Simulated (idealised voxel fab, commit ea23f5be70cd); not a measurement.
Module name: voxel gate over fins (process module)
For reference, the cross-section in this document is cut, with width 255 nm and square cells of 5 nm.
Just so we're on the same page, the cross-sections are grids of square cells, and they're listed out in bands top to bottom, each band one or more rows deep.
The entry gives the band's vertical extent as a top height and a bottom height in nm, then its horizontal make-up as materials from left to right, each with a width in nm. "air" stands for empty space; a single material marked "throughout" fills the band edge to edge.
All heights in this document are referenced to 0, defined as the level beneath which the wafer, as received, consists entirely of one material. The lowest band is not bounded below; it extends indefinitely downward and is written in the form "from 0 down".
Top row gets the first number, bottom row gets the second, and each row in between changes by the same step: that is how a band width like "30->40" works.
The designation "nothing changed", where it is given for a processing step, indicates that no cell of the cross-section was altered in the course of that step.
Look at "Entrapped voids" for the closed voids: empty spaces with no open path to the top, sized 8 cells or up. Each is width x height at distance, distance from the left edge, all nm.
That trailing text on a step's line, after the settings, is the simulator's own remark on the step.
overlay nm: on a step with a mask, how far right of its planned place the mask lay; negative means left.

PLANNED STEP LIST FOR THE PROCESS
1,RECEIVE (material Si)
2,CONFORMAL_DEP (material SiN; thk nm 10)
3,DIRECTIONAL_DEP (material aC; thk nm 10)
4,PATTERN (tone cover; mask id FINS; material resist; width nm 15; pitch nm 45; thk nm 25; overlay nm 0)
5,DIRECTIONAL_ETCH (etch materials aC; depth nm 10)
6,STRIP (etch materials resist)
7,DIRECTIONAL_ETCH (etch materials SiN; depth nm 10)
8,DIRECTIONAL_ETCH (etch materials Si; depth nm 40)
9,STRIP (etch materials aC)
10,FILL_DEP (material SiO2; thk nm 5)
11,CMP (height nm 10)
12,SELECTIVE_ETCH (etch materials SiO2; depth nm 25)
13,STRIP (etch materials SiN)
14,CONFORMAL_DEP (material HfO2; thk nm 5)
15,CONFORMAL_DEP (material TiN; thk nm 5)
16,FILL_DEP (material W; thk nm 15)
17,CMP (height nm 20)
18,CONFORMAL_DEP (material SiN; thk nm 5)

CROSS-SECTIONAL VIEW OF THE WAFER IN ITS AS-RECEIVED CONDITION, CORRESPONDING TO THE STATE AFTER STEP 1
    from 0 down  Si throughout
    Entrapped voids: none

ONE MISTAKE IN RUNNING THE MODULE, OTHERWISE START AND PLAN AS ABOVE: CROSS-SECTION AT THE END
    from 25 to 20  SiN throughout
    from 20 to 10  W throughout
    from 10 to 5  W (75), TiN (35), W (10), TiN (35), W (10), TiN (35), W (55)
    from 5 to 0  W (75), TiN (5), HfO2 (25), TiN (5), W (10), TiN (5), HfO2 (25), TiN (5), W (10), TiN (5), HfO2 (25), TiN (5), W (55)
    from 0 to -5  W (75), TiN (5), HfO2 (5), Si (15), HfO2 (5), TiN (5), W (10), TiN (5), HfO2 (5), Si (15), HfO2 (5), TiN (5), W (10), TiN (5), HfO2 (5), Si (15), HfO2 (5), TiN (5), W (55)
    from -5 to -10  TiN (80), HfO2 (5), Si (15), HfO2 (5), TiN (20), HfO2 (5), Si (15), HfO2 (5), TiN (20), HfO2 (5), Si (15), HfO2 (5), TiN (60)
    from -10 to -15  HfO2 (85), Si (15), HfO2 (30), Si (15), HfO2 (30), Si (15), HfO2 (65)
    from -15 to -40  SiO2 (85), Si (15), SiO2 (30), Si (15), SiO2 (30), Si (15), SiO2 (65)
    from -40 down  Si throughout
    Entrapped voids: none
Against the plan, the run slipped here: step 4 did not use the planned setting and instead ran as PATTERN (tone cover; mask id FINS; material resist; width nm 15; pitch nm 45; thk nm 25; overlay nm 10)
